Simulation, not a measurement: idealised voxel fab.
The process module that follows is named voxel released beams.
Square cells of 5 nm make up the cross-section cut, whose width is 210 nm.
Just so we're on the same page, the cross-sections are grids of square cells, and they're listed out in bands top to bottom, each band one or more rows deep. It is stipulated that each band's entry specify, in nanometres, the height of the top of the band and then that of its bottom, followed by the materials of the band in left-to-right sequence, each together with its width in nanometres. A single material marked by the word "full width" is understood to fill the band from edge to edge; the word "air" is understood to denote empty space. Zero point of the height axis is 0; under it, received wafer = one material. Lowest band: continues down indefinitely, "0 and below". Graded width ("30 to 40"): value in top row of band = first number; value in bottom row = second number; row-to-row change constant. The designation "everything unchanged", where it is given for a processing step, indicates that no cell of the cross-section was altered in the course of that step. The entry "Fully closed voids" lists the empty spaces that cover at least 8 cells and have no open path to the top. Each is written as width x height at distance, where the distance is measured from the left edge and all three values are in nm. That trailing text on a step's line, after the settings, is the simulator's own remark on the step. overlay nm: on a step with a mask, how far right of its planned place the mask lay; negative means left.

THE STEPS PLANNED FOR THE PROCESS ARE AS FOLLOWS
1: RECEIVE with material Si
2: CONFORMAL_DEP with material Al2O3, thk nm 5
3: DIRECTIONAL_DEP with material SiO2, thk nm 15
4: DIRECTIONAL_DEP with material aC, thk nm 15
5: PATTERN with tone open, mask id ANCHOR, material resist, width nm 30, thk nm 30, overlay nm 0
6: DIRECTIONAL_ETCH with etch materials aC, depth nm 15
7: STRIP with etch materials resist
8: DIRECTIONAL_ETCH with etch materials SiO2, depth nm 15
9: STRIP with etch materials aC
10: CONFORMAL_DEP with material SiN, thk nm 10
11: MASKED_ETCH with tone cover, mask id BEAM, width nm 90, etch materials SiN, depth nm 10, overlay nm 0
12: STRIP with etch materials SiO2

FIRST OF TWO WAFERS - AS PLANNED

INCOMING WAFER, CROSS-SECTIONAL VIEW, POST STEP 1
- 0 and below = Si full width
- Fully closed voids: none

SECTIONAL VIEW: WAFER, AFTER STEP 2
- 5 down to 0 = Al2O3 full width
- Anything lower than 0 is untouched.

SECTIONAL VIEW: WAFER, AFTER STEP 3
- 20 down to 5 = SiO2 full width
- Anything lower than 5 is untouched.

SECTIONAL VIEW: WAFER, AFTER STEP 4
- 35 down to 20 = aC full width
- Anything lower than 20 is untouched.

SECTIONAL VIEW: WAFER, AFTER STEP 5
- 65 down to 35 = resist 60  air 30  resist 120
- Anything lower than 35 is untouched.

SECTIONAL VIEW: WAFER, AFTER STEP 6
- 50 down to 35 = resist 60  air 30  resist 120
- 35 down to 20 = aC 60  air 30  aC 120
- Anything lower than 20 is untouched.

SECTIONAL VIEW: WAFER, AFTER STEP 7
- 35 down to 20 = aC 60  air 30  aC 120
- Anything lower than 20 is untouched.

SECTIONAL VIEW: WAFER, AFTER STEP 8
- 35 down to 20 = aC 60  air 30  aC 120
- 20 down to 5 = SiO2 60  air 30  SiO2 120
- Anything lower than 5 is untouched.

SECTIONAL VIEW: WAFER, AFTER STEP 9
- 20 down to 5 = SiO2 60  air 30  SiO2 120
- Anything lower than 5 is untouched.

SECTIONAL VIEW: WAFER, AFTER STEP 10
- 30 down to 20 = SiN 70  air 10  SiN 130
- 20 down to 15 = SiO2 60  SiN 10  air 10  SiN 10  SiO2 120
- 15 down to 5 = SiO2 60  SiN 30  SiO2 120
- Anything lower than 5 is untouched.

SECTIONAL VIEW: WAFER, AFTER STEP 11
- 30 down to 20 = air 55  SiN 15  air 10  SiN 65  air 65
- Anything lower than 20 is untouched.

SECTIONAL VIEW: WAFER, AFTER STEP 12
- 30 down to 20 = air 55  SiN 15  air 10  SiN 65  air 65
- 20 down to 15 = air 60  SiN 10  air 10  SiN 10  air 120
- 15 down to 5 = air 60  SiN 30  air 120
- Anything lower than 5 is untouched.

COMPANION WAFER, THE SECOND OF TWO: SAME BEGINNING, SAME INTENDED SEQUENCE, ONE MISTAKE IN CARRYING IT OUT; THROUGH STEP 1 INCLUSIVE IT TRACKS THE FIRST EXACTLY

Cross-section of the second wafer when, according to plan, step 2 should have finished: everything unchanged

CROSS-SECTION OF THE SECOND WAFER WHEN, ACCORDING TO PLAN, STEP 3 SHOULD HAVE FINISHED
- 15 down to 0 = SiO2 full width
- Anything lower than 0 is untouched.

CROSS-SECTION OF THE SECOND WAFER WHEN, ACCORDING TO PLAN, STEP 4 SHOULD HAVE FINISHED
- 30 down to 15 = aC full width
- Anything lower than 15 is untouched.

CROSS-SECTION OF THE SECOND WAFER WHEN, ACCORDING TO PLAN, STEP 5 SHOULD HAVE FINISHED
- 60 down to 30 = resist 60  air 30  resist 120
- Anything lower than 30 is untouched.

CROSS-SECTION OF THE SECOND WAFER WHEN, ACCORDING TO PLAN, STEP 6 SHOULD HAVE FINISHED
- 45 down to 30 = resist 60  air 30  resist 120
- 30 down to 15 = aC 60  air 30  aC 120
- Anything lower than 15 is untouched.

CROSS-SECTION OF THE SECOND WAFER WHEN, ACCORDING TO PLAN, STEP 7 SHOULD HAVE FINISHED
- 30 down to 15 = aC 60  air 30  aC 120
- Anything lower than 15 is untouched.

CROSS-SECTION OF THE SECOND WAFER WHEN, ACCORDING TO PLAN, STEP 8 SHOULD HAVE FINISHED
- 30 down to 15 = aC 60  air 30  aC 120
- 15 down to 0 = SiO2 60  air 30  SiO2 120
- Anything lower than 0 is untouched.

CROSS-SECTION OF THE SECOND WAFER WHEN, ACCORDING TO PLAN, STEP 9 SHOULD HAVE FINISHED
- 15 down to 0 = SiO2 60  air 30  SiO2 120
- Anything lower than 0 is untouched.

CROSS-SECTION OF THE SECOND WAFER WHEN, ACCORDING TO PLAN, STEP 10 SHOULD HAVE FINISHED
- 25 down to 15 = SiN 70  air 10  SiN 130
- 15 down to 10 = SiO2 60  SiN 10  air 10  SiN 10  SiO2 120
- 10 down to 0 = SiO2 60  SiN 30  SiO2 120
- Anything lower than 0 is untouched.

CROSS-SECTION OF THE SECOND WAFER WHEN, ACCORDING TO PLAN, STEP 11 SHOULD HAVE FINISHED
- 25 down to 15 = air 55  SiN 15  air 10  SiN 65  air 65
- Anything lower than 15 is untouched.

CROSS-SECTION OF THE SECOND WAFER WHEN, ACCORDING TO PLAN, STEP 12 SHOULD HAVE FINISHED
- 25 down to 15 = air 55  SiN 15  air 10  SiN 65  air 65
- 15 down to 10 = air 60  SiN 10  air 10  SiN 10  air 120
- 10 down to 0 = air 60  SiN 30  air 120
- Anything lower than 0 is untouched.
What was done differently from what was planned? it should be noted that step 2 of the plan was omitted and was not performed
It is noted that, at the conclusion of processing, the second wafer exhibits a higher or lower cell count for certain materials relative to the first: Al2O3 -42
